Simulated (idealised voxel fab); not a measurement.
process module | voxel tone inversion
cross-section cut | 240 nm wide | cells 5 nm
A cross-section is a grid of square cells, given in bands from the top down. A band is one or more rows of cells.
Each band's line starts with the height of the band's top and of its bottom, in nm. Then come its materials from left to right, each with its width in nm. One material with "throughout" fills the band from edge to edge. "air" is empty space.
Height 0 is the level under which the wafer as received is all one material. The lowest band goes on downwards, as in "0 down".
A width such as "30 to 40" changes by the same amount from each row of cells to the next, from the band's top row to its bottom row.
"no change" after a step means that no cell of the cross-section changed.
closed voids: empty space of 8 cells or more with no open way to the top, each as width x height at its distance from the left edge, in nm
after a step's settings: what the simulator itself notes on the step
overlay nm, on a step with a mask: how far to the right of its planned place the mask lay; to the left if negative
plan
1 op RECEIVE | material Si
2 op CONFORMAL_DEP | material SiCN | thk nm 10
3 op DIRECTIONAL_DEP | material aC | thk nm 20
4 op PATTERN | tone cover | mask id POSTS | material resist | width nm 20 | pitch nm 45 | thk nm 25 | overlay nm 0
5 op DIRECTIONAL_ETCH | etch materials aC | depth nm 20
6 op STRIP | etch materials resist
7 op FILL_DEP | material SiO2 | thk nm 10
8 op CMP | height nm 30
9 op STRIP | etch materials aC
10 op CONFORMAL_DEP | material TiN | thk nm 5
11 op FILL_DEP | material Cu | thk nm 10
12 op CMP | height nm 30
13 op CONFORMAL_DEP | material SiCN | thk nm 5
as received, after step 1
  0 down: Si throughout
  closed voids: none
first wafer at the end, as planned
  35 to 30: SiCN throughout
  30 to 15: SiO2 85 | TiN 5 | Cu 10 | TiN 5 | SiO2 25 | TiN 5 | Cu 10 | TiN 5 | SiO2 90
  15 to 10: SiO2 85 | TiN 20 | SiO2 25 | TiN 20 | SiO2 90
  10 to 0: SiCN throughout
  0 down: Si throughout
  closed voids: none
second wafer at the end: like start, like plan, one mistake
  50 to 45: SiCN throughout
  45 to 35: Cu throughout
  35 to 30: TiN 90 | Cu 10 | TiN 35 | Cu 10 | TiN 95
  30 to 15: SiO2 85 | TiN 5 | Cu 10 | TiN 5 | SiO2 25 | TiN 5 | Cu 10 | TiN 5 | SiO2 90
  15 to 10: SiO2 85 | TiN 20 | SiO2 25 | TiN 20 | SiO2 90
  10 to 0: SiCN throughout
  0 down: Si throughout
  closed voids: none
what went wrong: step 12 was left out
at the end the second wafer has, in cells: 100 more of Cu | 44 more of TiN
